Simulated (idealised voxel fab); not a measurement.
process module | voxel capacitor over wiring
cross-section cut | 195 nm wide | cells 5 nm
A cross-section is a grid of square cells, given in bands from the top down. A band is one or more rows of cells.
Each band's line starts with the height of the band's top and of its bottom, in nm. Then come its materials from left to right, each with its width in nm. One material with "throughout" fills the band from edge to edge. "air" is empty space.
Height 0 is the level under which the wafer as received is all one material. The lowest band goes on downwards, as in "0 down".
A width such as "30 to 40" changes by the same amount from each row of cells to the next, from the band's top row to its bottom row.
"no change" after a step means that no cell of the cross-section changed.
closed voids: empty space of 8 cells or more with no open way to the top, each as width x height at its distance from the left edge, in nm
after a step's settings: what the simulator itself notes on the step
overlay nm, on a step with a mask: how far to the right of its planned place the mask lay; to the left if negative
plan
1 op RECEIVE | material Si
2 op CONFORMAL_DEP | material SiO2 | thk nm 10
3 op DIRECTIONAL_DEP | material TiN | thk nm 5
4 op DIRECTIONAL_DEP | material W | thk nm 25
5 op PATTERN | tone cover | mask id METAL_1 | material resist | width nm 25 | pitch nm 90 | thk nm 15 | overlay nm 0
6 op DIRECTIONAL_ETCH | etch materials W | depth nm 25
7 op DIRECTIONAL_ETCH | etch materials TiN | depth nm 5
8 op STRIP | etch materials resist
9 op CONFORMAL_DEP | material SiN | thk nm 5
10 op FILL_DEP | material SiO2 | thk nm 5
11 op CMP | height nm 40
12 op CONFORMAL_DEP | material SiCN | thk nm 5
13 op DIRECTIONAL_DEP | material SiO2 | thk nm 20
14 op DIRECTIONAL_DEP | material aC | thk nm 5
15 op PATTERN | tone open | mask id PLUG_1 | material resist | width nm 15 | thk nm 35 | overlay nm 0
16 op DIRECTIONAL_ETCH | etch materials aC | depth nm 15
17 op STRIP | etch materials resist
18 op DIRECTIONAL_ETCH | etch materials SiO2 | depth nm 20
19 op DIRECTIONAL_ETCH | etch materials SiCN | depth nm 5
20 op STRIP | etch materials aC
21 op EPI | material Ru | thk nm 10
22 op EPI | material Ru | thk nm 10
23 op EPI | material Ru | thk nm 5
24 op DIRECTIONAL_DEP | material TiN | thk nm 5
25 op DIRECTIONAL_DEP | material Al2O3 | thk nm 5
26 op DIRECTIONAL_DEP | material TiN | thk nm 10
27 op MASKED_ETCH | tone cover | mask id UPPER_PLATE | width nm 70 | etch materials TiN | depth nm 10 | overlay nm 0
28 op MASKED_ETCH | tone cover | mask id UPPER_PLATE | width nm 70 | etch materials Al2O3 | depth nm 5 | overlay nm 0
29 op MASKED_ETCH | tone cover | mask id LOWER_PLATE | width nm 80 | etch materials TiN | depth nm 5 | overlay nm 0
30 op FILL_DEP | material SiO2 | thk nm 20
31 op CMP | height nm 100
32 op MASKED_ETCH | tone open | mask id PLUG_2 | width nm 15 | etch materials SiO2 | depth nm 15 | overlay nm 0
33 op CONFORMAL_DEP | material TiN | thk nm 5
34 op FILL_DEP | material Ru | thk nm 5
35 op CMP | height nm 100
36 op CONFORMAL_DEP | material SiCN | thk nm 5
varied across the wafers: thk nm of step 14. The plan shows the first wafer's value. All wafers start alike
first wafer as received, after step 1
  0 down: Si throughout
  closed voids: none
each wafer at the end: cells of each material gained (+) or lost (-) since it was received, then its closed voids
thk nm 5 | +14 Al2O3 | +17 Ru | +75 SiCN | +49 SiN | +553 SiO2 | +61 TiN | +50 W | closed voids: none
thk nm 10 | +14 Al2O3 | +17 Ru | +75 SiCN | +49 SiN | +553 SiO2 | +61 TiN | +50 W | closed voids: none
thk nm 15 | +14 Al2O3 | +17 Ru | +75 SiCN | +49 SiN | +553 SiO2 | +61 TiN | +50 W | closed voids: none
thk nm 20 | +14 Al2O3 | +2 Ru | +78 SiCN | +49 SiN | +565 SiO2 | +61 TiN | +50 W | closed voids: none
thk nm 25 | +14 Al2O3 | +2 Ru | +78 SiCN | +49 SiN | +565 SiO2 | +61 TiN | +50 W | closed voids: none
thk nm 30 | +14 Al2O3 | +2 Ru | +78 SiCN | +49 SiN | +565 SiO2 | +61 TiN | +50 W | closed voids: none
